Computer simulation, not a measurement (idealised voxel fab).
Name of the process module below: voxel capacitor over wiring
We display cut, a cross-section 165 nm in width whose square cells are each 5 nm.
In this document a cross-section is written as a grid of square cells. It is given as a series of bands, listed from the top down, and a band is one or more rows of cells. Quick guide to a band line: top height, bottom height (nm) up front; then every material left to right with its width in nm. Only one material and it's marked "full width"? Then it fills the band edge to edge. And "blank" just means empty space. Beneath 0, the wafer as received is one material, and that level is where height counting begins. The lowest band goes on downward without a bottom; it is written like "z 0 and below". Width spec "30->40" -> top row of cells at first value, bottom row at second value, equal per-row change in between. Reading "nothing different" for a step: not a cell of the cross-section changed in it. Reported under the label "Closed void register" are the empty spaces having no open way to the top and comprising 8 cells or more; the notation for each is width x height at distance, in which the distance is measured from the left edge and all three values are in nm. Step line, after settings: the simulator's comment on this step. "overlay nm" answers the question of how far to the right of plan the mask lay on a step that has a mask, and when it is negative the answer is to the left.

The process steps that were planned are listed below:
1) RECEIVE,material Si
2) CONFORMAL_DEP,material SiO2,thk nm 10
3) DIRECTIONAL_DEP,material TiN,thk nm 5
4) DIRECTIONAL_DEP,material Ru,thk nm 25
5) DIRECTIONAL_DEP,material aC,thk nm 15
6) PATTERN,tone cover,mask id METAL_1,material resist,width nm 20,pitch nm 75,thk nm 35,overlay nm 0
7) DIRECTIONAL_ETCH,etch materials aC,depth nm 15
8) STRIP,etch materials resist
9) DIRECTIONAL_ETCH,etch materials Ru,depth nm 25
10) DIRECTIONAL_ETCH,etch materials TiN,depth nm 5
11) STRIP,etch materials aC
12) FILL_DEP,material SiO2,thk nm 10
13) CMP,height nm 40
14) CONFORMAL_DEP,material SiCN,thk nm 5
15) DIRECTIONAL_DEP,material SiO2,thk nm 20
16) DIRECTIONAL_DEP,material aC,thk nm 15
17) PATTERN,tone open,mask id PLUG_1,material resist,width nm 15,thk nm 30,overlay nm 0
18) DIRECTIONAL_ETCH,etch materials aC,depth nm 15
19) STRIP,etch materials resist
20) DIRECTIONAL_ETCH,etch materials SiO2,depth nm 20
21) DIRECTIONAL_ETCH,etch materials SiCN,depth nm 5
22) STRIP,etch materials aC
23) EPI,material Ru,thk nm 10
24) EPI,material Ru,thk nm 10
25) EPI,material Ru,thk nm 5
26) DIRECTIONAL_DEP,material TiN,thk nm 5
27) DIRECTIONAL_DEP,material HfO2,thk nm 5
28) DIRECTIONAL_DEP,material TiN,thk nm 10
29) MASKED_ETCH,tone cover,mask id UPPER_PLATE,width nm 60,etch materials TiN,depth nm 10,overlay nm 0
30) MASKED_ETCH,tone cover,mask id UPPER_PLATE,width nm 60,etch materials HfO2,depth nm 5,overlay nm 0
31) MASKED_ETCH,tone cover,mask id LOWER_PLATE,width nm 70,etch materials TiN,depth nm 5,overlay nm 0
32) FILL_DEP,material SiO2,thk nm 20
33) CMP,height nm 100
34) MASKED_ETCH,tone open,mask id PLUG_2,width nm 15,etch materials SiO2,depth nm 15,overlay nm 0
35) CONFORMAL_DEP,material TiN,thk nm 5
36) FILL_DEP,material Cu,thk nm 10
37) CMP,height nm 100
38) CONFORMAL_DEP,material SiN,thk nm 5

Cross-section of the incoming wafer, state after step 1:
* z 0 and below  Si full width
* Closed void register: none

End-of-module XS, first of two wafers, run as planned:
* z 105 to 100  SiN full width
* z 100 to 90  SiO2 50, TiN 5, Cu 5, TiN 5, SiO2 100
* z 90 to 85  SiO2 50, TiN 15, SiO2 100
* z 85 to 75  SiO2 40, TiN 60, SiO2 65
* z 75 to 70  SiO2 40, HfO2 60, SiO2 65
* z 70 to 65  SiO2 35, TiN 70, SiO2 60
* z 65 to 45  SiO2 40, Ru 15, SiO2 110
* z 45 to 40  SiCN 40, Ru 15, SiCN 110
* z 40 to 15  SiO2 35, Ru 20, SiO2 55, Ru 20, SiO2 35
* z 15 to 10  SiO2 35, TiN 20, SiO2 55, TiN 20, SiO2 35
* z 10 to 0  SiO2 full width
* z 0 and below  Si full width
* Closed void register: none

This is the second of the two wafers, cross-sectioned at the end of the module; it started exactly like the first and was given the same plan, but it was run with one mistake:
* z 115 to 100  SiN full width
* z 100 to 90  SiO2 50, TiN 5, Cu 5, TiN 5, SiO2 100
* z 90 to 85  SiO2 50, TiN 15, SiO2 100
* z 85 to 75  SiO2 40, TiN 60, SiO2 65
* z 75 to 70  SiO2 40, HfO2 60, SiO2 65
* z 70 to 65  SiO2 35, TiN 70, SiO2 60
* z 65 to 45  SiO2 40, Ru 15, SiO2 110
* z 45 to 40  SiCN 40, Ru 15, SiCN 110
* z 40 to 15  SiO2 35, Ru 20, SiO2 55, Ru 20, SiO2 35
* z 15 to 10  SiO2 35, TiN 20, SiO2 55, TiN 20, SiO2 35
* z 10 to 0  SiO2 full width
* z 0 and below  Si full width
* Closed void register: none
The mistake made against the process plan was this: step 38 changed vs plan, executed as CONFORMAL_DEP,material SiN,thk nm 15
Materials where the second wafer ends with more or fewer cells than the first: +66 SiN
